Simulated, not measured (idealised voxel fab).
process module | voxel gate over fins
cross-section cut | 205 nm wide | cells 5 nm
A cross-section is a grid of square cells, given in bands from the top down. A band is one or more rows of cells.
Each band's line starts with the height of the band's top and of its bottom, in nm. Then come its materials from left to right, each with its width in nm. One material with "throughout" fills the band from edge to edge. "air" is empty space.
Height 0 is the level under which the wafer as received is all one material. The lowest band goes on downwards, as in "0 down".
A width such as "30 to 40" changes by the same amount from each row of cells to the next, from the band's top row to its bottom row.
"no change" after a step means that no cell of the cross-section changed.
closed voids: empty space of 8 cells or more with no open way to the top, each as width x height at its distance from the left edge, in nm
after a step's settings: what the simulator itself notes on the step
overlay nm, on a step with a mask: how far to the right of its planned place the mask lay; to the left if negative
plan
1 op RECEIVE | material Si
2 op CONFORMAL_DEP | material SiN | thk nm 10
3 op PATTERN | tone cover | mask id FINS | material resist | width nm 15 | pitch nm 45 | thk nm 20 | overlay nm 0
4 op DIRECTIONAL_ETCH | etch materials SiN | depth nm 10
5 op DIRECTIONAL_ETCH | etch materials Si | depth nm 35
6 op STRIP | etch materials resist
7 op FILL_DEP | material SiO2 | thk nm 10
8 op CMP | height nm 10
9 op SELECTIVE_ETCH | etch materials SiO2 | depth nm 20
10 op STRIP | etch materials SiN
11 op CONFORMAL_DEP | material HfO2 | thk nm 5
12 op CONFORMAL_DEP | material TiN | thk nm 5
13 op FILL_DEP | material W | thk nm 15
14 op CMP | height nm 20
15 op CONFORMAL_DEP | material SiCN | thk nm 10
as received, after step 1
  0 down: Si throughout
  closed voids: none
first wafer at the end, as planned
  30 to 20: SiCN throughout
  20 to 10: W throughout
  10 to 5: W 15 | TiN 35 | W 10 | TiN 35 | W 10 | TiN 35 | W 10 | TiN 35 | W 20
  5 to 0: W 15 | TiN 5 | HfO2 25 | TiN 5 | W 10 | TiN 5 | HfO2 25 | TiN 5 | W 10 | TiN 5 | HfO2 25 | TiN 5 | W 10 | TiN 5 | HfO2 25 | TiN 5 | W 20
  0 to -5: TiN 20 | HfO2 5 | Si 15 | HfO2 5 | TiN 20 | HfO2 5 | Si 15 | HfO2 5 | TiN 20 | HfO2 5 | Si 15 | HfO2 5 | TiN 20 | HfO2 5 | Si 15 | HfO2 5 | TiN 25
  -5 to -10: HfO2 25 | Si 15 | HfO2 30 | Si 15 | HfO2 30 | Si 15 | HfO2 30 | Si 15 | HfO2 30
  -10 to -35: SiO2 25 | Si 15 | SiO2 30 | Si 15 | SiO2 30 | Si 15 | SiO2 30 | Si 15 | SiO2 30
  -35 down: Si throughout
  closed voids: none
second wafer at the end: like start, like plan, one mistake
  30 to 20: SiCN throughout
  20 to 10: W throughout
  10 to 5: W 15 | TiN 35 | W 10 | TiN 35 | W 10 | TiN 35 | W 10 | TiN 35 | W 20
  5 to 0: W 15 | TiN 5 | HfO2 25 | TiN 5 | W 10 | TiN 5 | HfO2 25 | TiN 5 | W 10 | TiN 5 | HfO2 25 | TiN 5 | W 10 | TiN 5 | HfO2 25 | TiN 5 | W 20
  0 to -5: TiN 20 | HfO2 5 | Si 15 | HfO2 5 | TiN 20 | HfO2 5 | Si 15 | HfO2 5 | TiN 20 | HfO2 5 | Si 15 | HfO2 5 | TiN 20 | HfO2 5 | Si 15 | HfO2 5 | TiN 25
  -5 to -10: HfO2 25 | Si 15 | HfO2 30 | Si 15 | HfO2 30 | Si 15 | HfO2 30 | Si 15 | HfO2 30
  -10 to -40: SiO2 25 | Si 15 | SiO2 30 | Si 15 | SiO2 30 | Si 15 | SiO2 30 | Si 15 | SiO2 30
  -40 down: Si throughout
  closed voids: none
what went wrong: step 5 ran as: op DIRECTIONAL_ETCH | etch materials Si | depth nm 40
at the end the second wafer has, in cells: 29 fewer of Si | 29 more of SiO2
